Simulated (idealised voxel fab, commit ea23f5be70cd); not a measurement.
Presented below is a process module, voxel self aligned vias.
We display cut, a cross-section 245 nm in width whose square cells are each 5 nm.
A cross-section is written here as square cells arranged in a grid, and it is given in bands from the top down, each band taking up one or more rows of cells. It is stipulated that each band's entry specify, in nanometres, the height of the top of the band and then that of its bottom, followed by the materials of the band in left-to-right sequence, each together with its width in nanometres. A single material marked by the word "all across" is understood to fill the band from edge to edge; the word "air" is understood to denote empty space. Heights from 0 (as-received wafer is one material below). Bottom band endless downward, as "0 -> down". Graded width ("30..40"): value in top row of band = first number; value in bottom row = second number; row-to-row change constant. It should be understood that the words "nothing got changed", when stated for a given step, signify that the cross-section underwent no change in any of its cells during that step. "Fully closed voids": sealed empty spaces, 8 cells or more, no open way to top, listed width x height at distance, with distance from the left edge and width, height and distance in nm. Step line, after settings: the simulator's comment on this step. Steps that use a mask can have "overlay nm" on their line. It says how far the mask sat to the right of where it was meant to be. Negative means to the left.

-- Process steps - plan
- 1: RECEIVE [material Si]
- 2: CONFORMAL_DEP [material SiO2] [thk nm 15]
- 3: CONFORMAL_DEP [material SiCN] [thk nm 5]
- 4: DIRECTIONAL_DEP [material lowk] [thk nm 25]
- 5: DIRECTIONAL_DEP [material aC] [thk nm 15]
- 6: PATTERN [tone open] [mask id LINES] [material resist] [width nm 20] [pitch nm 70] [thk nm 30] [overlay nm 0]
- 7: DIRECTIONAL_ETCH [etch materials aC] [depth nm 15]
- 8: STRIP [etch materials resist]
- 9: DIRECTIONAL_ETCH [etch materials lowk] [depth nm 25]
- 10: STRIP [etch materials aC]
- 11: CONFORMAL_DEP [material TiN] [thk nm 5]
- 12: FILL_DEP [material W] [thk nm 10]
- 13: CMP [height nm 45]
- 14: SELECTIVE_ETCH [etch materials W Ru TiN] [depth nm 10]
- 15: FILL_DEP [material SiN] [thk nm 5]
- 16: CMP [height nm 45]
- 17: DIRECTIONAL_DEP [material lowk] [thk nm 20]
- 18: DIRECTIONAL_DEP [material aC] [thk nm 15]
- 19: PATTERN [tone open] [mask id VIAS] [material resist] [width nm 40] [pitch nm 70] [thk nm 35] [overlay nm 0]
- 20: DIRECTIONAL_ETCH [etch materials aC] [depth nm 15]
- 21: STRIP [etch materials resist]
- 22: DIRECTIONAL_ETCH [etch materials lowk] [depth nm 20]
- 23: DIRECTIONAL_ETCH [etch materials SiN] [depth nm 10]
- 24: STRIP [etch materials aC]
- 25: CONFORMAL_DEP [material TiN] [thk nm 5]
- 26: FILL_DEP [material Cu] [thk nm 5]
- 27: CMP [height nm 65]
- 28: CONFORMAL_DEP [material SiCN] [thk nm 5]

-- Cross-section, incoming material, after step 1
    0 -> down = Si all across
    Fully closed voids: none

-- Cross-section taken at module completion on the first of two wafers; processed per the plan
    70 -> 65 = SiCN all across
    65 -> 50 = 30 nm lowk / 5 nm TiN / 30 nm Cu / 5 nm TiN / 30 nm lowk / 5 nm TiN / 30 nm Cu / 5 nm TiN / 30 nm lowk / 5 nm TiN / 30 nm Cu / 5 nm TiN / 35 nm lowk
    50 -> 40 = 30..40 nm lowk / 15..5 nm TiN / 10 nm Cu / 15..5 nm TiN / 30..50 nm lowk / 15..5 nm TiN / 10 nm Cu / 15..5 nm TiN / 30..50 nm lowk / 15..5 nm TiN / 10 nm Cu / 15..5 nm TiN / 35..45 nm lowk
    40 -> 35 = 40 nm lowk / 20 nm TiN / 50 nm lowk / 20 nm TiN / 50 nm lowk / 20 nm TiN / 45 nm lowk
    35 -> 25 = 40 nm lowk / 5 nm TiN / 10 nm W / 5 nm TiN / 50 nm lowk / 5 nm TiN / 10 nm W / 5 nm TiN / 50 nm lowk / 5 nm TiN / 10 nm W / 5 nm TiN / 45 nm lowk
    25 -> 20 = 40 nm lowk / 20 nm TiN / 50 nm lowk / 20 nm TiN / 50 nm lowk / 20 nm TiN / 45 nm lowk
    20 -> 15 = SiCN all across
    15 -> 0 = SiO2 all across
    0 -> down = Si all across
    Fully closed voids: none

-- Second wafer of the two, sectioned at the end of the module. It began like the first and followed the same plan, but one mistake was made while running it
    70 -> 65 = SiCN all across
    65 -> 50 = 30 nm lowk / 5 nm TiN / 30 nm Cu / 5 nm TiN / 30 nm lowk / 5 nm TiN / 30 nm Cu / 5 nm TiN / 30 nm lowk / 5 nm TiN / 30 nm Cu / 5 nm TiN / 35 nm lowk
    50 -> 40 = 30..35 nm lowk / 10..5 nm TiN / 10 nm Cu / 20..5 nm TiN / 30..50 nm lowk / 10..5 nm TiN / 10 nm Cu / 20..5 nm TiN / 30..50 nm lowk / 10..5 nm TiN / 10 nm Cu / 20..5 nm TiN / 35..50 nm lowk
    40 -> 35 = 35 nm lowk / 20 nm TiN / 50 nm lowk / 20 nm TiN / 50 nm lowk / 20 nm TiN / 50 nm lowk
    35 -> 25 = 35 nm lowk / 5 nm TiN / 10 nm W / 5 nm TiN / 50 nm lowk / 5 nm TiN / 10 nm W / 5 nm TiN / 50 nm lowk / 5 nm TiN / 10 nm W / 5 nm TiN / 50 nm lowk
    25 -> 20 = 35 nm lowk / 20 nm TiN / 50 nm lowk / 20 nm TiN / 50 nm lowk / 20 nm TiN / 50 nm lowk
    20 -> 15 = SiCN all across
    15 -> 0 = SiO2 all across
    0 -> down = Si all across
    Fully closed voids: none
Here's what went sideways: step 6 was run on a setting that differed from the plan, and what really ran there is PATTERN [tone open] [mask id LINES] [material resist] [width nm 20] [pitch nm 70] [thk nm 30] [overlay nm -5]
At the close, every material occupies the same number of cells on the second wafer as on the first, only in different positions.
